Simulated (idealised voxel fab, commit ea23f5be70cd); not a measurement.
process module | voxel gate over fins
cross-section cut | 150 nm wide | cells 5 nm
A cross-section is a grid of square cells, given in bands from the top down. A band is one or more rows of cells.
Each band's line starts with the height of the band's top and of its bottom, in nm. Then come its materials from left to right, each with its width in nm. One material with "throughout" fills the band from edge to edge. "air" is empty space.
Height 0 is the level under which the wafer as received is all one material. The lowest band goes on downwards, as in "0 down".
A width such as "30 to 40" changes by the same amount from each row of cells to the next, from the band's top row to its bottom row.
"no change" after a step means that no cell of the cross-section changed.
closed voids: empty space of 8 cells or more with no open way to the top, each as width x height at its distance from the left edge, in nm
after a step's settings: what the simulator itself notes on the step
overlay nm, on a step with a mask: how far to the right of its planned place the mask lay; to the left if negative
plan
1 op RECEIVE | material Si
2 op CONFORMAL_DEP | material SiN | thk nm 5
3 op MASKED_ETCH | tone cover | mask id FINS | width nm 15 | pitch nm 60 | etch materials SiN | depth nm 5 | overlay nm 0
4 op MASKED_ETCH | tone cover | mask id FINS | width nm 15 | pitch nm 60 | etch materials Si | depth nm 40 | overlay nm 0
5 op OXIDIZE | depth nm 5
6 op FILL_DEP | material SiO2 | thk nm 5
7 op CMP | height nm 5
8 op DIRECTIONAL_DEP | material aC | thk nm 15
9 op PATTERN | tone open | mask id RAIL | material resist | width nm 15 | thk nm 35 | overlay nm 0
10 op DIRECTIONAL_ETCH | etch materials aC | depth nm 15
11 op STRIP | etch materials resist
12 op DIRECTIONAL_ETCH | etch materials SiO2 | depth nm 40
13 op STRIP | etch materials aC
14 op CONFORMAL_DEP | material TiN | thk nm 5
15 op FILL_DEP | material W | thk nm 10
16 op CMP | height nm 5
17 op SELECTIVE_ETCH | etch materials W Ru TiN | depth nm 25
18 op FILL_DEP | material SiO2 | thk nm 5
19 op CMP | height nm 5
20 op SELECTIVE_ETCH | etch materials SiO2 | depth nm 20
21 op STRIP | etch materials SiN
22 op CONFORMAL_DEP | material HfO2 | thk nm 5
23 op CONFORMAL_DEP | material TiN | thk nm 5
24 op FILL_DEP | material W | thk nm 10
25 op CMP | height nm 15
26 op CONFORMAL_DEP | material SiCN | thk nm 5
as received, after step 1
  0 down: Si throughout
  closed voids: none
a wafer at the end: this start, this plan, one mistake
  20 to 15: SiCN throughout
  15 to 10: W 55 | TiN 35 | W 60
  10 to 5: W 30 | TiN 30 | HfO2 25 | TiN 30 | W 35
  5 to 0: W 30 | TiN 5 | HfO2 15 | TiN 10 | HfO2 5 | SiCN 15 | HfO2 5 | TiN 10 | HfO2 15 | TiN 5 | W 35
  0 to -5: W 30 | TiN 5 | HfO2 5 | Si 5 | HfO2 5 | TiN 10 | HfO2 5 | SiCN 15 | HfO2 5 | TiN 10 | HfO2 5 | Si 5 | HfO2 5 | TiN 5 | W 35
  -5 to -10: TiN 35 | HfO2 5 | Si 5 | HfO2 5 | TiN 10 | HfO2 5 | SiCN 15 | HfO2 5 | TiN 10 | HfO2 5 | Si 5 | HfO2 5 | TiN 40
  -10 to -15: HfO2 40 | Si 5 | HfO2 20 | SiCN 15 | HfO2 20 | Si 5 | HfO2 45
  -15 to -20: SiO2 40 | Si 5 | SiO2 20 | SiCN 15 | SiO2 20 | Si 5 | SiO2 45
  -20 to -30: SiO2 40 | Si 5 | SiO2 20 | TiN 5 | W 5 | TiN 5 | SiO2 20 | Si 5 | SiO2 45
  -30 to -35: SiO2 40 | Si 5 | SiO2 20 | TiN 15 | SiO2 20 | Si 5 | SiO2 45
  -35 to -45: SiO2 40 | Si 5 | SiO2 55 | Si 5 | SiO2 45
  -45 down: Si throughout
  closed voids: none
what went wrong: step 18 ran as: op FILL_DEP | material SiCN | thk nm 5
